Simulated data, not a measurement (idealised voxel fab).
Proc. module: voxel plated lines
We display cut, a cross-section 290 nm in width whose square cells are each 5 nm.
A cross-section is written here as square cells arranged in a grid, and it is given in bands from the top down, each band taking up one or more rows of cells.
Basically the band line says how high the top is and how high the bottom is, in nm, and then what's in it from left to right, every material with its width in nm. Empty space shows up as "empty", and if a single material carries "everywhere" it runs the full band edge to edge.
Measure heights from 0. That's the level where, below it, the as-received wafer is all one material. The lowest band is bottomless and extends downward; write it as in "top 0, no bottom".
Width spec "30 to 40" -> top row of cells at first value, bottom row at second value, equal per-row change in between.
Step note "no change occurred" = no cross-section cell changed.
This entry, "Enclosed internal voids", enumerates those empty regions of no fewer than 8 cells that possess no open connection to the top. Each region is reported in the form width x height at distance, the distance being taken from the left edge, with all three quantities expressed in nm.
Read whatever lies past the settings on a step's line as the simulator's own remark about the step.
Steps that use a mask can have "overlay nm" on their line. It says how far the mask sat to the right of where it was meant to be. Negative means to the left.
List of planned process steps
step 1: RECEIVE with material Si
step 2: CONFORMAL_DEP with material Al2O3, thk nm 10
step 3: DIRECTIONAL_DEP with material TiN, thk nm 5
step 4: PATTERN with tone open, mask id LINES, material resist, width nm 30, pitch nm 60, thk nm 40, overlay nm 0
step 5: EPI with material Ru, thk nm 5
step 6: EPI with material Ru, thk nm 5
step 7: EPI with material Ru, thk nm 5
step 8: STRIP with etch materials resist
step 9: DIRECTIONAL_ETCH with etch materials TiN, depth nm 5
step 10: CONFORMAL_DEP with material SiO2, thk nm 5
Shown in cross-section is the wafer as received, that is, as it stands after step 1
- top 0, no bottom  Si everywhere
- Enclosed internal voids: none
A wafer at the end: this start, this plan, one mistake
- top 35, bottom 30  empty (85); SiO2 (40); empty (20); SiO2 (40); empty (105)
- top 30, bottom 15  empty (85); SiO2 (5); Ru (30); SiO2 (5); empty (20); SiO2 (5); Ru (30); SiO2 (5); empty (105)
- top 15, bottom 10  SiO2 (90); TiN (30); SiO2 (30); TiN (30); SiO2 (110)
- top 10, bottom 0  Al2O3 everywhere
- top 0, no bottom  Si everywhere
- Enclosed internal voids: none
What was done differently from what was planned? step 4 was not run as planned; what actually ran was PATTERN with tone open, mask id LINES, material resist, width nm 30, pitch nm 60, thk nm 40, overlay nm -10
